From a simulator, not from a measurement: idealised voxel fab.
Documented hereafter: the process module known as voxel wiring stack.
Cross-sectional view cut (width: 225 nm; square cell size: 5 nm).
A cross-section is written here as square cells arranged in a grid, and it is given in bands from the top down, each band taking up one or more rows of cells. In this notation a band is specified by the heights of its top and bottom, in that order and in nm, after which its materials appear from left to right, each paired with its width in nm. The word "full width" attached to a single material means that material fills the band from edge to edge; the word "blank" stands for empty space. Convention: height 0 is the level below which the wafer, as received, is all one material. The lowest band does not terminate at the bottom but continues downward, represented as "0 and below". Width spec "30->40" -> top row of cells at first value, bottom row at second value, equal per-row change in between. What does "no modifications" mean for a step? It means no cell of the cross-section changed in that step. The label "Trapped cavities" introduces a list of the empty spaces, 8 cells or larger, that have no open way up to the top; each entry in it reads width x height at distance, where the distance is taken from the left edge and all three are stated in nm. On each step's line, the part that comes after the settings is the simulator's own comment on the step. The line of a step may include "overlay nm". On a step with a mask, this value is how far to the right of its planned place the mask lay. A negative value means the mask lay to the left.

THE FOLLOWING LIST GIVES THE PLANNED PROCESS STEPS
1. RECEIVE [material Si]
2. CONFORMAL_DEP [material SiO2] [thk nm 10]
3. DIRECTIONAL_DEP [material TiN] [thk nm 5]
4. DIRECTIONAL_DEP [material W] [thk nm 20]
5. DIRECTIONAL_DEP [material aC] [thk nm 15]
6. PATTERN [tone cover] [mask id METAL_1] [material resist] [width nm 30] [pitch nm 55] [thk nm 30] [overlay nm 0]
7. DIRECTIONAL_ETCH [etch materials aC] [depth nm 15]
8. STRIP [etch materials resist]
9. DIRECTIONAL_ETCH [etch materials W] [depth nm 20]
10. DIRECTIONAL_ETCH [etch materials TiN] [depth nm 5]
11. STRIP [etch materials aC]
12. CONFORMAL_DEP [material SiCN] [thk nm 5]
13. FILL_DEP [material lowk] [thk nm 5]
14. CMP [height nm 35]
15. CONFORMAL_DEP [material SiCN] [thk nm 5]
16. DIRECTIONAL_DEP [material SiO2] [thk nm 35]
17. DIRECTIONAL_DEP [material aC] [thk nm 15]
18. PATTERN [tone open] [mask id METAL_2] [material resist] [width nm 30] [pitch nm 55] [thk nm 35] [overlay nm 0]
19. DIRECTIONAL_ETCH [etch materials aC] [depth nm 15]
20. STRIP [etch materials resist]
21. DIRECTIONAL_ETCH [etch materials SiO2] [depth nm 20]
22. STRIP [etch materials aC]
23. DIRECTIONAL_DEP [material aC] [thk nm 15]
24. PATTERN [tone open] [mask id METAL_2_HOLES] [material resist] [width nm 15] [pitch nm 55] [thk nm 35] [overlay nm 0]
25. DIRECTIONAL_ETCH [etch materials aC] [depth nm 15]
26. STRIP [etch materials resist]
27. DIRECTIONAL_ETCH [etch materials SiO2] [depth nm 15]
28. DIRECTIONAL_ETCH [etch materials SiCN] [depth nm 5]
29. STRIP [etch materials aC]
30. CONFORMAL_DEP [material TiN] [thk nm 5]
31. FILL_DEP [material Ru] [thk nm 10]
32. CMP [height nm 75]
33. CONFORMAL_DEP [material SiCN] [thk nm 5]
34. DIRECTIONAL_DEP [material lowk] [thk nm 10]
35. DIRECTIONAL_DEP [material aC] [thk nm 10]
36. PATTERN [tone open] [mask id PLUG_2] [material resist] [width nm 15] [pitch nm 55] [thk nm 30] [overlay nm 0]
37. DIRECTIONAL_ETCH [etch materials aC] [depth nm 10]
38. STRIP [etch materials resist]
39. DIRECTIONAL_ETCH [etch materials lowk] [depth nm 10]
40. DIRECTIONAL_ETCH [etch materials SiCN] [depth nm 5]
41. STRIP [etch materials aC]
42. CONFORMAL_DEP [material TiN] [thk nm 5]
43. FILL_DEP [material W] [thk nm 10]
44. CMP [height nm 90]
45. DIRECTIONAL_DEP [material TiN] [thk nm 5]
46. DIRECTIONAL_DEP [material Ru] [thk nm 25]
47. DIRECTIONAL_DEP [material aC] [thk nm 10]
48. PATTERN [tone cover] [mask id METAL_3] [material resist] [width nm 30] [pitch nm 55] [thk nm 25] [overlay nm 0]
49. DIRECTIONAL_ETCH [etch materials aC] [depth nm 10]
50. STRIP [etch materials resist]
51. DIRECTIONAL_ETCH [etch materials Ru] [depth nm 25]
52. DIRECTIONAL_ETCH [etch materials TiN] [depth nm 5]
53. STRIP [etch materials aC]
54. CONFORMAL_DEP [material SiCN] [thk nm 5]
55. FILL_DEP [material lowk] [thk nm 10]
56. CMP [height nm 120]
57. CONFORMAL_DEP [material SiN] [thk nm 5]
Where the wafers of this document differ is in the overlay nm of step 24; they start out the same, and the plan states the value that applied to the first wafer.

HERE'S THE FIRST OF THE WAFERS IN CROSS-SECTION, JUST AS WE GOT IT, I.E. AFTER STEP 1
- 0 and below = Si full width
- Trapped cavities: none

TABLE: WAFERS, A ROW EACH; END-OF-MODULE CELL CHANGE PER MATERIAL SINCE RECEIPT, GAIN (+), LOSS (-); THEN CLOSED VOIDS
overlay nm 0, +184 Ru, +180 SiCN, +45 SiN, +273 SiO2, +156 TiN, +104 W, +183 lowk, Trapped cavities: none
overlay nm 5, +184 Ru, +180 SiCN, +45 SiN, +273 SiO2, +156 TiN, +104 W, +183 lowk, Trapped cavities: none
overlay nm 10, +184 Ru, +180 SiCN, +45 SiN, +273 SiO2, +156 TiN, +104 W, +183 lowk, Trapped cavities: none
overlay nm 15, +184 Ru, +180 SiCN, +45 SiN, +273 SiO2, +156 TiN, +104 W, +183 lowk, Trapped cavities: none
